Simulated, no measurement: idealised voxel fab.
You're looking at the process module voxel gate over fins.
It is cross-section cut that appears here, measuring 255 nm in width, its square cells being 5 nm in size.
Cross-section layout: square cells on a grid; listed as bands, top to bottom; a band spans one or more cell rows. A band entry consists of two parts. The first gives the height of the band's top and the height of its bottom, in nm. The rest lists the band's materials from left to right, each with its width in nm. A single material labelled with the word "throughout" fills the band from edge to edge, and the word "empty" marks empty space. Heights are reckoned from 0. Under this level, the received wafer is all of one material. The bottommost band is open-ended downward, for example "top 0, no bottom". Read "30..40" as a graded width: first number on top, second number at the bottom, same change between each pair of neighbouring rows. "changes: none" (step): cross-section cells unchanged, all of them. The entry titled "Enclosed empty spaces" provides the empty spaces that have no open way to the top, restricted to those of 8 cells or more. Each is presented as width x height at distance, the distance being measured from the left edge, with all three in nm. Note: text after step settings on the step line = simulator remark on that step. A step line may carry the setting "overlay nm", which, for steps involving a mask, states the distance by which the mask lay to the right of its intended position; negative values denote displacement to the left.

So here's the lineup of process steps we planned:
1: RECEIVE (material Si)
2: CONFORMAL_DEP (material SiN; thk nm 5)
3: DIRECTIONAL_DEP (material aC; thk nm 15)
4: PATTERN (tone cover; mask id FINS; material resist; width nm 15; pitch nm 35; thk nm 35; overlay nm 0)
5: DIRECTIONAL_ETCH (etch materials aC; depth nm 15)
6: STRIP (etch materials resist)
7: DIRECTIONAL_ETCH (etch materials SiN; depth nm 5)
8: DIRECTIONAL_ETCH (etch materials Si; depth nm 30)
9: STRIP (etch materials aC)
10: FILL_DEP (material SiO2; thk nm 15)
11: CMP (height nm 5)
12: SELECTIVE_ETCH (etch materials SiO2; depth nm 15)
13: STRIP (etch materials SiN)
14: CONFORMAL_DEP (material HfO2; thk nm 5)
15: CONFORMAL_DEP (material TiN; thk nm 5)
16: CONFORMAL_DEP (material TiAl; thk nm 5)
17: CONFORMAL_DEP (material TiN; thk nm 5)
18: FILL_DEP (material W; thk nm 15)
19: CMP (height nm 30)
20: CONFORMAL_DEP (material SiN; thk nm 10)

Cross-section of the wafer upon arrival, representing the state reached after step 1:
> top 0, no bottom  Si throughout
> Enclosed empty spaces: none

Here's the cross-section of the first of our two wafers at the end of the module - it ran as planned:
> top 40, bottom 30  SiN throughout
> top 30, bottom 20  W throughout
> top 20, bottom 15  W (45)  TiN (160)  W (50)
> top 15, bottom 10  W (45)  TiN (5)  TiAl (150)  TiN (5)  W (50)
> top 10, bottom 5  TiN (50)  TiAl (5)  TiN (140)  TiAl (5)  TiN (55)
> top 5, bottom 0  TiAl (55)  TiN (5)  HfO2 (25)  TiN (10)  HfO2 (25)  TiN (10)  HfO2 (25)  TiN (10)  HfO2 (25)  TiN (5)  TiAl (60)
> top 0, bottom -5  TiN (60)  HfO2 (5)  Si (15)  HfO2 (5)  TiN (10)  HfO2 (5)  Si (15)  HfO2 (5)  TiN (10)  HfO2 (5)  Si (15)  HfO2 (5)  TiN (10)  HfO2 (5)  Si (15)  HfO2 (5)  TiN (65)
> top -5, bottom -10  HfO2 (65)  Si (15)  HfO2 (20)  Si (15)  HfO2 (20)  Si (15)  HfO2 (20)  Si (15)  HfO2 (70)
> top -10, bottom -30  SiO2 (65)  Si (15)  SiO2 (20)  Si (15)  SiO2 (20)  Si (15)  SiO2 (20)  Si (15)  SiO2 (70)
> top -30, no bottom  Si throughout
> Enclosed empty spaces: none

Here is the second of the two wafers cut open at the end of the module - same start, same plan as the first one, but we made one mistake running it:
> top 40, bottom 30  SiN throughout
> top 30, bottom 20  W throughout
> top 20, bottom 15  W (45)  TiN (160)  W (50)
> top 15, bottom 10  W (45)  TiN (5)  TiAl (150)  TiN (5)  W (50)
> top 10, bottom 5  W (45)  TiN (5)  TiAl (5)  TiN (140)  TiAl (5)  TiN (5)  W (50)
> top 5, bottom 0  W (45)  TiN (5)  TiAl (5)  TiN (5)  HfO2 (25)  TiN (10)  HfO2 (25)  TiN (10)  HfO2 (25)  TiN (10)  HfO2 (25)  TiN (5)  TiAl (5)  TiN (5)  W (50)
> top 0, bottom -5  W (45)  TiN (5)  TiAl (5)  TiN (5)  HfO2 (5)  Si (15)  HfO2 (5)  TiN (10)  HfO2 (5)  Si (15)  HfO2 (5)  TiN (10)  HfO2 (5)  Si (15)  HfO2 (5)  TiN (10)  HfO2 (5)  Si (15)  HfO2 (5)  TiN (5)  TiAl (5)  TiN (5)  W (50)
> top -5, bottom -10  TiN (50)  TiAl (5)  TiN (5)  HfO2 (5)  Si (15)  HfO2 (5)  TiN (10)  HfO2 (5)  Si (15)  HfO2 (5)  TiN (10)  HfO2 (5)  Si (15)  HfO2 (5)  TiN (10)  HfO2 (5)  Si (15)  HfO2 (5)  TiN (5)  TiAl (5)  TiN (55)
> top -10, bottom -15  TiAl (55)  TiN (5)  HfO2 (5)  Si (15)  HfO2 (5)  TiN (10)  HfO2 (5)  Si (15)  HfO2 (5)  TiN (10)  HfO2 (5)  Si (15)  HfO2 (5)  TiN (10)  HfO2 (5)  Si (15)  HfO2 (5)  TiN (5)  TiAl (60)
> top -15, bottom -20  TiN (60)  HfO2 (5)  Si (15)  HfO2 (5)  TiN (10)  HfO2 (5)  Si (15)  HfO2 (5)  TiN (10)  HfO2 (5)  Si (15)  HfO2 (5)  TiN (10)  HfO2 (5)  Si (15)  HfO2 (5)  TiN (65)
> top -20, bottom -25  HfO2 (65)  Si (15)  HfO2 (20)  Si (15)  HfO2 (20)  Si (15)  HfO2 (20)  Si (15)  HfO2 (70)
> top -25, bottom -30  SiO2 (65)  Si (15)  SiO2 (20)  Si (15)  SiO2 (20)  Si (15)  SiO2 (20)  Si (15)  SiO2 (70)
> top -30, no bottom  Si throughout
> Enclosed empty spaces: none
Want to know what went wrong? step 12 of the plan was carried out twice
Bottom line after processing is that, in cells, the second wafer is up or down on some materials versus the first: 24 more of HfO2; 117 fewer of SiO2; 6 more of TiAl; 30 more of TiN; 57 more of W
